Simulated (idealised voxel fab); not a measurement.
Title: Process Module voxel capacitor over wiring
Section shown: cut. Width: 280 nm. Cell size: 5 nm, square.
Cross-section layout: square cells on a grid; listed as bands, top to bottom; a band spans one or more cell rows. Band: top and bottom heights (nm) first, top before bottom; then materials from left to right, widths in nm. "edge to edge" marks a sole material filling the band edge to edge. "air" denotes empty space. Heads up on the height convention: 0 is the point under which the incoming wafer is all one material, and the lowest band has no bottom, it just keeps going down, like "0..down". Width "30..40": first value at the band's top row of cells, second value at its bottom row, equal change from row to row. Given "same as before" for a step, no cell of the cross-section differs between before and after that step. "Voids, fully enclosed" means: voids of 8 cells or more that are shut off from the top with no open way through. Written width x height at distance, distance from the left edge, in nm. Post-settings text on a step line: simulator's own remark regarding the step. A step's line can hold "overlay nm"; with a mask on that step, the setting says how far right of the planned place the mask lay, while a negative setting says it lay to the left.
Process steps - plan
1) op RECEIVE | material Si
2) op CONFORMAL_DEP | material SiO2 | thk nm 10
3) op CONFORMAL_DEP | material SiCN | thk nm 5
4) op DIRECTIONAL_DEP | material lowk | thk nm 25
5) op PATTERN | tone open | mask id METAL_1 | material resist | width nm 25 | pitch nm 90 | thk nm 15 | overlay nm 0
6) op DIRECTIONAL_ETCH | etch materials lowk | depth nm 25
7) op DIRECTIONAL_ETCH | etch materials SiCN | depth nm 5
8) op STRIP | etch materials resist
9) op CONFORMAL_DEP | material TiN | thk nm 5
10) op FILL_DEP | material Cu | thk nm 10
11) op CMP | height nm 40
12) op CONFORMAL_DEP | material SiCN | thk nm 5
13) op DIRECTIONAL_DEP | material SiO2 | thk nm 15
14) op DIRECTIONAL_DEP | material aC | thk nm 10
15) op PATTERN | tone open | mask id PLUG_1 | material resist | width nm 15 | thk nm 30 | overlay nm 0
16) op DIRECTIONAL_ETCH | etch materials aC | depth nm 10
17) op STRIP | etch materials resist
18) op DIRECTIONAL_ETCH | etch materials SiO2 | depth nm 15
19) op DIRECTIONAL_ETCH | etch materials SiCN | depth nm 5
20) op STRIP | etch materials aC
21) op EPI | material Ru | thk nm 10
22) op EPI | material Ru | thk nm 10
23) op DIRECTIONAL_DEP | material TiN | thk nm 10
24) op DIRECTIONAL_DEP | material HfO2 | thk nm 5
25) op DIRECTIONAL_DEP | material TiN | thk nm 10
26) op MASKED_ETCH | tone cover | mask id UPPER_PLATE | width nm 70 | etch materials TiN | depth nm 10 | overlay nm 0
27) op MASKED_ETCH | tone cover | mask id UPPER_PLATE | width nm 70 | etch materials HfO2 | depth nm 5 | overlay nm 0
28) op MASKED_ETCH | tone cover | mask id LOWER_PLATE | width nm 80 | etch materials TiN | depth nm 10 | overlay nm 0
29) op FILL_DEP | material SiO2 | thk nm 20
30) op CMP | height nm 100
31) op PATTERN | tone open | mask id PLUG_2 | material resist | width nm 15 | thk nm 20 | overlay nm 0
32) op DIRECTIONAL_ETCH | etch materials SiO2 | depth nm 15
33) op STRIP | etch materials resist
34) op CONFORMAL_DEP | material TiN | thk nm 5
35) op FILL_DEP | material Ru | thk nm 5
36) op CMP | height nm 100
37) op CONFORMAL_DEP | material SiN | thk nm 5
On the first of the two wafers: run conducted according to plan
Step 1 complete: cross-section of the wafer as received
> 0..down | Si edge to edge
> Voids, fully enclosed: none
Once step 2 is through, the wafer looks like this in cross-section
> 10..0 | SiO2 edge to edge
> Under the height 0 nothing was changed.
Once step 3 is through, the wafer looks like this in cross-section
> 15..10 | SiCN edge to edge
> Under the height 10 nothing was changed.
Once step 4 is through, the wafer looks like this in cross-section
> 40..15 | lowk edge to edge
> Under the height 15 nothing was changed.
Once step 5 is through, the wafer looks like this in cross-section
> 55..40 | 80 of resist; 25 of air; 65 of resist; 25 of air; 85 of resist
> Under the height 40 nothing was changed.
Once step 6 is through, the wafer looks like this in cross-section
> 55..40 | 80 of resist; 25 of air; 65 of resist; 25 of air; 85 of resist
> 40..15 | 80 of lowk; 25 of air; 65 of lowk; 25 of air; 85 of lowk
> Under the height 15 nothing was changed.
Once step 7 is through, the wafer looks like this in cross-section
> 55..40 | 80 of resist; 25 of air; 65 of resist; 25 of air; 85 of resist
> 40..15 | 80 of lowk; 25 of air; 65 of lowk; 25 of air; 85 of lowk
> 15..10 | 80 of SiCN; 25 of air; 65 of SiCN; 25 of air; 85 of SiCN
> Under the height 10 nothing was changed.
Once step 8 is through, the wafer looks like this in cross-section
> 40..15 | 80 of lowk; 25 of air; 65 of lowk; 25 of air; 85 of lowk
> Under the height 15 nothing was changed.
Once step 9 is through, the wafer looks like this in cross-section
> 45..40 | 85 of TiN; 15 of air; 75 of TiN; 15 of air; 90 of TiN
> 40..15 | 80 of lowk; 5 of TiN; 15 of air; 5 of TiN; 65 of lowk; 5 of TiN; 15 of air; 5 of TiN; 85 of lowk
> 15..10 | 80 of SiCN; 25 of TiN; 65 of SiCN; 25 of TiN; 85 of SiCN
> Under the height 10 nothing was changed.
Once step 10 is through, the wafer looks like this in cross-section
> 55..45 | Cu edge to edge
> 45..40 | 85 of TiN; 15 of Cu; 75 of TiN; 15 of Cu; 90 of TiN
> 40..15 | 80 of lowk; 5 of TiN; 15 of Cu; 5 of TiN; 65 of lowk; 5 of TiN; 15 of Cu; 5 of TiN; 85 of lowk
> Under the height 15 nothing was changed.
Once step 11 is through, the wafer looks like this in cross-section
> 40..15 | 80 of lowk; 5 of TiN; 15 of Cu; 5 of TiN; 65 of lowk; 5 of TiN; 15 of Cu; 5 of TiN; 85 of lowk
> Under the height 15 nothing was changed.
Once step 12 is through, the wafer looks like this in cross-section
> 45..40 | SiCN edge to edge
> Under the height 40 nothing was changed.
Once step 13 is through, the wafer looks like this in cross-section
> 60..45 | SiO2 edge to edge
> Under the height 45 nothing was changed.
Once step 14 is through, the wafer looks like this in cross-section
> 70..60 | aC edge to edge
> Under the height 60 nothing was changed.
Once step 15 is through, the wafer looks like this in cross-section
> 100..70 | 90 of resist; 15 of air; 175 of resist
> Under the height 70 nothing was changed.
Once step 16 is through, the wafer looks like this in cross-section
> 90..70 | 90 of resist; 15 of air; 175 of resist
> 70..60 | 90 of aC; 15 of air; 175 of aC
> Under the height 60 nothing was changed.
Once step 17 is through, the wafer looks like this in cross-section
> 70..60 | 90 of aC; 15 of air; 175 of aC
> Under the height 60 nothing was changed.
Once step 18 is through, the wafer looks like this in cross-section
> 70..60 | 90 of aC; 15 of air; 175 of aC
> 60..45 | 90 of SiO2; 15 of air; 175 of SiO2
> Under the height 45 nothing was changed.
Once step 19 is through, the wafer looks like this in cross-section
> 70..60 | 90 of aC; 15 of air; 175 of aC
> 60..45 | 90 of SiO2; 15 of air; 175 of SiO2
> 45..40 | 90 of SiCN; 15 of air; 175 of SiCN
> Under the height 40 nothing was changed.
Once step 20 is through, the wafer looks like this in cross-section
> 60..45 | 90 of SiO2; 15 of air; 175 of SiO2
> Under the height 45 nothing was changed.
Once step 21 is through, the wafer looks like this in cross-section
> 60..50 | 90 of SiO2; 15 of air; 175 of SiO2
> 50..45 | 90 of SiO2; 15 of Ru; 175 of SiO2
> 45..40 | 90 of SiCN; 15 of Ru; 175 of SiCN
> Under the height 40 nothing was changed.
Once step 22 is through, the wafer looks like this in cross-section
> 60..45 | 90 of SiO2; 15 of Ru; 175 of SiO2
> Under the height 45 nothing was changed.
Once step 23 is through, the wafer looks like this in cross-section
> 70..60 | TiN edge to edge
> Under the height 60 nothing was changed.
Once step 24 is through, the wafer looks like this in cross-section
> 75..70 | HfO2 edge to edge
> Under the height 70 nothing was changed.
Once step 25 is through, the wafer looks like this in cross-section
> 85..75 | TiN edge to edge
> Under the height 75 nothing was changed.
Once step 26 is through, the wafer looks like this in cross-section
> 85..75 | 90 of air; 70 of TiN; 120 of air
> Under the height 75 nothing was changed.
Once step 27 is through, the wafer looks like this in cross-section
> 85..75 | 90 of air; 70 of TiN; 120 of air
> 75..70 | 90 of air; 70 of HfO2; 120 of air
> Under the height 70 nothing was changed.
Once step 28 is through, the wafer looks like this in cross-section
> 85..75 | 90 of air; 70 of TiN; 120 of air
> 75..70 | 90 of air; 70 of HfO2; 120 of air
> 70..60 | 85 of air; 80 of TiN; 115 of air
> Under the height 60 nothing was changed.
Once step 29 is through, the wafer looks like this in cross-section
> 105..85 | SiO2 edge to edge
> 85..75 | 90 of SiO2; 70 of TiN; 120 of SiO2
> 75..70 | 90 of SiO2; 70 of HfO2; 120 of SiO2
> 70..60 | 85 of SiO2; 80 of TiN; 115 of SiO2
> Under the height 60 nothing was changed.
Once step 30 is through, the wafer looks like this in cross-section
> 100..85 | SiO2 edge to edge
> Under the height 85 nothing was changed.
Once step 31 is through, the wafer looks like this in cross-section
> 120..100 | 100 of resist; 15 of air; 165 of resist
> Under the height 100 nothing was changed.
Once step 32 is through, the wafer looks like this in cross-section
> 120..100 | 100 of resist; 15 of air; 165 of resist
> 100..85 | 100 of SiO2; 15 of air; 165 of SiO2
> Under the height 85 nothing was changed.
Once step 33 is through, the wafer looks like this in cross-section
> 100..85 | 100 of SiO2; 15 of air; 165 of SiO2
> Under the height 85 nothing was changed.
Once step 34 is through, the wafer looks like this in cross-section
> 105..100 | 105 of TiN; 5 of air; 170 of TiN
> 100..90 | 100 of SiO2; 5 of TiN; 5 of air; 5 of TiN; 165 of SiO2
> 90..85 | 100 of SiO2; 15 of TiN; 165 of SiO2
> Under the height 85 nothing was changed.
Once step 35 is through, the wafer looks like this in cross-section
> 110..105 | Ru edge to edge
> 105..100 | 105 of TiN; 5 of Ru; 170 of TiN
> 100..90 | 100 of SiO2; 5 of TiN; 5 of Ru; 5 of TiN; 165 of SiO2
> Under the height 90 nothing was changed.
Once step 36 is through, the wafer looks like this in cross-section
> 100..90 | 100 of SiO2; 5 of TiN; 5 of Ru; 5 of TiN; 165 of SiO2
> Under the height 90 nothing was changed.
Once step 37 is through, the wafer looks like this in cross-section
> 105..100 | SiN edge to edge
> Under the height 100 nothing was changed.
Wafer two. Same start, same plan, one slip in execution. Same as wafer one through step 20, inclusive
when step 22 should have ended
> 60..50 | 90 of SiO2; 15 of air; 175 of SiO2
> 50..45 | 90 of SiO2; 15 of Ru; 175 of SiO2
> 45..40 | 90 of SiCN; 15 of Ru; 175 of SiCN
> Under the height 40 nothing was changed.
when step 23 should have ended
> 70..60 | 90 of TiN; 15 of air; 175 of TiN
> 60..50 | 90 of SiO2; 15 of TiN; 175 of SiO2
> Under the height 50 nothing was changed.
when step 24 should have ended
> 75..70 | 90 of HfO2; 15 of air; 175 of HfO2
> 70..65 | 90 of TiN; 15 of air; 175 of TiN
> 65..60 | 90 of TiN; 15 of HfO2; 175 of TiN
> Under the height 60 nothing was changed.
when step 25 should have ended
> 85..75 | 90 of TiN; 15 of air; 175 of TiN
> 75..70 | 90 of HfO2; 15 of TiN; 175 of HfO2
> 70..65 | TiN edge to edge
> Under the height 65 nothing was changed.
when step 26 should have ended
> 85..75 | 105 of air; 55 of TiN; 120 of air
> Under the height 75 nothing was changed.
when step 27 should have ended
> 85..75 | 105 of air; 55 of TiN; 120 of air
> 75..70 | 90 of air; 15 of TiN; 55 of HfO2; 120 of air
> Under the height 70 nothing was changed.
when step 28 should have ended
> 85..75 | 105 of air; 55 of TiN; 120 of air
> 75..70 | 90 of air; 15 of TiN; 55 of HfO2; 120 of air
> 70..65 | 85 of air; 80 of TiN; 115 of air
> 65..60 | 85 of air; 5 of TiN; 15 of HfO2; 60 of TiN; 115 of air
> Under the height 60 nothing was changed.
when step 29 should have ended
> 105..85 | SiO2 edge to edge
> 85..75 | 105 of SiO2; 55 of TiN; 120 of SiO2
> 75..70 | 90 of SiO2; 15 of TiN; 55 of HfO2; 120 of SiO2
> 70..65 | 85 of SiO2; 80 of TiN; 115 of SiO2
> 65..60 | 85 of SiO2; 5 of TiN; 15 of HfO2; 60 of TiN; 115 of SiO2
> Under the height 60 nothing was changed.
when step 30 should have ended
> 100..85 | SiO2 edge to edge
> Under the height 85 nothing was changed.
when step 31 should have ended
> 120..100 | 100 of resist; 15 of air; 165 of resist
> Under the height 100 nothing was changed.
when step 32 should have ended
> 120..100 | 100 of resist; 15 of air; 165 of resist
> 100..85 | 100 of SiO2; 15 of air; 165 of SiO2
> Under the height 85 nothing was changed.
when step 33 should have ended
> 100..85 | 100 of SiO2; 15 of air; 165 of SiO2
> Under the height 85 nothing was changed.
when step 34 should have ended
> 105..100 | 105 of TiN; 5 of air; 170 of TiN
> 100..90 | 100 of SiO2; 5 of TiN; 5 of air; 5 of TiN; 165 of SiO2
> 90..85 | 100 of SiO2; 15 of TiN; 165 of SiO2
> Under the height 85 nothing was changed.
when step 35 should have ended
> 110..105 | Ru edge to edge
> 105..100 | 105 of TiN; 5 of Ru; 170 of TiN
> 100..90 | 100 of SiO2; 5 of TiN; 5 of Ru; 5 of TiN; 165 of SiO2
> Under the height 90 nothing was changed.
when step 36 should have ended
> 100..90 | 100 of SiO2; 5 of TiN; 5 of Ru; 5 of TiN; 165 of SiO2
> Under the height 90 nothing was changed.
when step 37 should have ended
> 105..100 | SiN edge to edge
> Under the height 100 nothing was changed.
Nonconformance to the process plan: one omitted step among identical steps 21 and 22, identity undeterminable
Final wafer comparison in cells, second versus first, more or fewer per material: 6 fewer of Ru | 6 more of SiO2
